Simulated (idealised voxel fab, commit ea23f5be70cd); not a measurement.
Herein follows the process module entitled voxel transistor to metal.
Section cut is 150 nm wide and gridded with 5 nm square cells.
Heads up, the way a cross-section reads in here is a grid of square cells, handed over as bands from the top down, with every band being one or more rows of cells.
Within each band entry, the heights of the top and of the bottom of the band appear first, in that order and in nm; the materials of the band then follow from left to right, each with its corresponding width in nm. The designation "throughout" on a single material indicates that it fills the band from edge to edge; the designation "empty" indicates empty space.
A quick word on heights: they are counted from 0, and under that level the wafer as it came to us is one material throughout. The lowest band is different from the rest in having no bottom; it simply continues downward, written as in "top 0, no bottom".
Quick explanation for "30->40": the width changes in equal steps down the rows of cells, from the first number in the band's top row to the second number in its bottom row.
Where a step carries "remains unaltered", the cross-section came out of it unchanged, cell for cell.
The list in "Sealed void list" covers empty spaces of 8 cells or more that cannot reach the top through any open way, and it gives each as width x height at distance; the distance is from the left edge, and width, height and distance are in nm.
On a step's line, text after the settings is the simulator commenting on that step.
overlay nm: how far to the right of its planned place the mask lay on this masked step (negative: to the left).

### The steps planned for the process are as follows
- 1: RECEIVE [material Si]
- 2: OXIDIZE [depth nm 5]
- 3: CONFORMAL_DEP [material SiN] [thk nm 10]
- 4: MASKED_ETCH [tone cover] [mask id ACTIVE] [width nm 95] [etch materials SiN] [depth nm 10] [overlay nm 0]
- 5: MASKED_ETCH [tone cover] [mask id ACTIVE] [width nm 95] [etch materials SiO2] [depth nm 5] [overlay nm 0]
- 6: MASKED_ETCH [tone cover] [mask id ACTIVE] [width nm 95] [etch materials Si] [depth nm 25] [overlay nm 0]
- 7: FILL_DEP [material SiO2] [thk nm 15]
- 8: CMP [height nm 10]
- 9: SELECTIVE_ETCH [etch materials SiO2] [depth nm 10]
- 10: STRIP [etch materials SiN]
- 11: SELECTIVE_ETCH [etch materials SiO2] [depth nm 5]
- 12: OXIDIZE [depth nm 5]
- 13: DIRECTIONAL_DEP [material polySi] [thk nm 25]
- 14: DIRECTIONAL_DEP [material SiCN] [thk nm 15]
- 15: PATTERN [tone cover] [mask id GATE] [material resist] [width nm 25] [thk nm 20] [overlay nm 0]
- 16: DIRECTIONAL_ETCH [etch materials SiCN] [depth nm 25]
- 17: DIRECTIONAL_ETCH [etch materials polySi] [depth nm 35]
- 18: STRIP [etch materials resist]
- 19: CONFORMAL_DEP [material SiO2] [thk nm 5]
- 20: DIRECTIONAL_ETCH [etch materials SiO2] [depth nm 5]
- 21: CONFORMAL_DEP [material SiN] [thk nm 5]
- 22: DIRECTIONAL_ETCH [etch materials SiN] [depth nm 5]
- 23: DIRECTIONAL_ETCH [etch materials SiO2] [depth nm 5]
- 24: DIRECTIONAL_ETCH [etch materials Si] [depth nm 10]
- 25: EPI [material SiGe] [thk nm 10]
- 26: FILL_DEP [material SiO2] [thk nm 10]
- 27: CMP [height nm 35]
- 28: DIRECTIONAL_DEP [material SiO2] [thk nm 10]
- 29: MASKED_ETCH [tone open] [mask id CONTACT] [width nm 25] [pitch nm 60] [etch materials SiO2] [depth nm 55] [overlay nm 0]
- 30: CONFORMAL_DEP [material TiN] [thk nm 5]
- 31: FILL_DEP [material Ru] [thk nm 5]
- 32: CMP [height nm 45]
- 33: DIRECTIONAL_DEP [material TiN] [thk nm 5]
- 34: DIRECTIONAL_DEP [material Ru] [thk nm 20]
- 35: PATTERN [tone cover] [mask id METAL_1] [material resist] [width nm 15] [pitch nm 70] [thk nm 20] [overlay nm 0]
- 36: DIRECTIONAL_ETCH [etch materials Ru] [depth nm 20]
- 37: DIRECTIONAL_ETCH [etch materials TiN] [depth nm 5]
- 38: STRIP [etch materials resist]
- 39: CONFORMAL_DEP [material SiN] [thk nm 5]
- 40: FILL_DEP [material SiO2] [thk nm 5]
- 41: CMP [height nm 70]
- 42: CONFORMAL_DEP [material SiN] [thk nm 5]

### Step 1 complete: cross-section of the wafer as received
    top 0, no bottom  Si throughout
    Sealed void list: none

### First of two wafers: cross-section at end of module, run per plan
    top 75, bottom 70  SiN throughout
    top 70, bottom 50  SiO2 25 nm, then SiN 5 nm, then Ru 15 nm, then SiN 5 nm, then SiO2 45 nm, then SiN 5 nm, then Ru 15 nm, then SiN 5 nm, then SiO2 30 nm
    top 50, bottom 45  SiN 30 nm, then TiN 15 nm, then SiN 55 nm, then TiN 15 nm, then SiN 35 nm
    top 45, bottom 35  SiO2 30 nm, then TiN 5 nm, then Ru 15->10 nm, then TiN 5->10 nm, then SiO2 35 nm, then TiN 5->10 nm, then Ru 15->10 nm, then TiN 5 nm, then SiO2 35 nm
    top 35, bottom 20  SiO2 30 nm, then TiN 5 nm, then Ru 10 nm, then TiN 5 nm, then SiN 5 nm, then SiO2 5 nm, then SiCN 25 nm, then SiO2 5 nm, then SiN 5 nm, then TiN 5 nm, then Ru 10 nm, then TiN 5 nm, then SiO2 35 nm
    top 20, bottom 5  SiO2 30 nm, then TiN 5 nm, then Ru 10 nm, then TiN 5 nm, then SiN 5 nm, then SiO2 5 nm, then polySi 25 nm, then SiO2 5 nm, then SiN 5 nm, then TiN 5 nm, then Ru 10 nm, then TiN 5 nm, then SiO2 35 nm
    top 5, bottom 0  SiO2 30 nm, then TiN 20 nm, then SiN 5 nm, then SiO2 5 nm, then polySi 25 nm, then SiO2 5 nm, then SiN 5 nm, then TiN 20 nm, then SiO2 35 nm
    top 0, bottom -5  SiO2 30 nm, then TiN 10 nm, then SiGe 10 nm, then SiN 5 nm, then SiO2 5 nm, then polySi 25 nm, then SiO2 5 nm, then SiN 5 nm, then SiGe 10 nm, then TiN 10 nm, then SiO2 35 nm
    top -5, bottom -10  SiO2 30 nm, then TiN 10 nm, then SiGe 10 nm, then SiO2 45 nm, then SiGe 10 nm, then TiN 10 nm, then SiO2 35 nm
    top -10, bottom -20  SiO2 25 nm, then SiGe 25 nm, then Si 45 nm, then SiGe 25 nm, then SiO2 30 nm
    top -20, bottom -30  SiO2 25 nm, then Si 95 nm, then SiO2 30 nm
    top -30, no bottom  Si throughout
    Sealed void list: none

### second wafer at the end: like start, like plan, one mistake
    top 75, bottom 70  SiN throughout
    top 70, bottom 50  SiO2 25 nm, then SiN 5 nm, then Ru 15 nm, then SiN 5 nm, then SiO2 45 nm, then SiN 5 nm, then Ru 15 nm, then SiN 5 nm, then SiO2 30 nm
    top 50, bottom 45  SiN 30 nm, then TiN 15 nm, then SiN 55 nm, then TiN 15 nm, then SiN 35 nm
    top 45, bottom 35  SiO2 30 nm, then TiN 5 nm, then Ru 15->10 nm, then TiN 5->10 nm, then SiO2 35 nm, then TiN 5->15 nm, then Ru 15->5 nm, then TiN 5 nm, then SiO2 35 nm
    top 35, bottom 20  SiO2 30 nm, then TiN 5 nm, then Ru 10 nm, then TiN 5 nm, then SiN 5 nm, then SiO2 5 nm, then SiCN 30 nm, then TiN 5 nm, then SiN 5 nm, then TiN 5 nm, then Ru 5 nm, then TiN 5 nm, then SiO2 35 nm
    top 20, bottom 5  SiO2 30 nm, then TiN 5 nm, then Ru 10 nm, then TiN 5 nm, then SiN 5 nm, then SiO2 5 nm, then polySi 30 nm, then TiN 5 nm, then SiN 5 nm, then TiN 5 nm, then Ru 5 nm, then TiN 5 nm, then SiO2 35 nm
    top 5, bottom 0  SiO2 30 nm, then TiN 20 nm, then SiN 5 nm, then SiO2 5 nm, then polySi 30 nm, then TiN 5 nm, then SiN 5 nm, then TiN 15 nm, then SiO2 35 nm
    top 0, bottom -5  SiO2 30 nm, then TiN 10 nm, then SiGe 10 nm, then SiN 5 nm, then SiO2 5 nm, then polySi 30 nm, then TiN 5 nm, then SiN 5 nm, then SiGe 10 nm, then TiN 5 nm, then SiO2 35 nm
    top -5, bottom -10  SiO2 30 nm, then TiN 10 nm, then SiGe 10 nm, then SiO2 40 nm, then TiN 5 nm, then SiO2 5 nm, then SiGe 10 nm, then TiN 5 nm, then SiO2 35 nm
    top -10, bottom -20  SiO2 25 nm, then SiGe 25 nm, then Si 50 nm, then SiGe 20 nm, then SiO2 30 nm
    top -20, bottom -30  SiO2 25 nm, then Si 95 nm, then SiO2 30 nm
    top -30, no bottom  Si throughout
    Sealed void list: none
Against the plan, the run slipped here: note that step 15 departed from the planned setting and was carried out as PATTERN [tone cover] [mask id GATE] [material resist] [width nm 30] [thk nm 20] [overlay nm 0]
Once processing is complete, comparing cell counts shows that the second wafer has more or fewer of certain materials than the first: Ru: 7 fewer, Si: 2 more, SiCN: 3 more, SiGe: 2 fewer, SiO2: 8 fewer, TiN: 7 more, polySi: 5 more
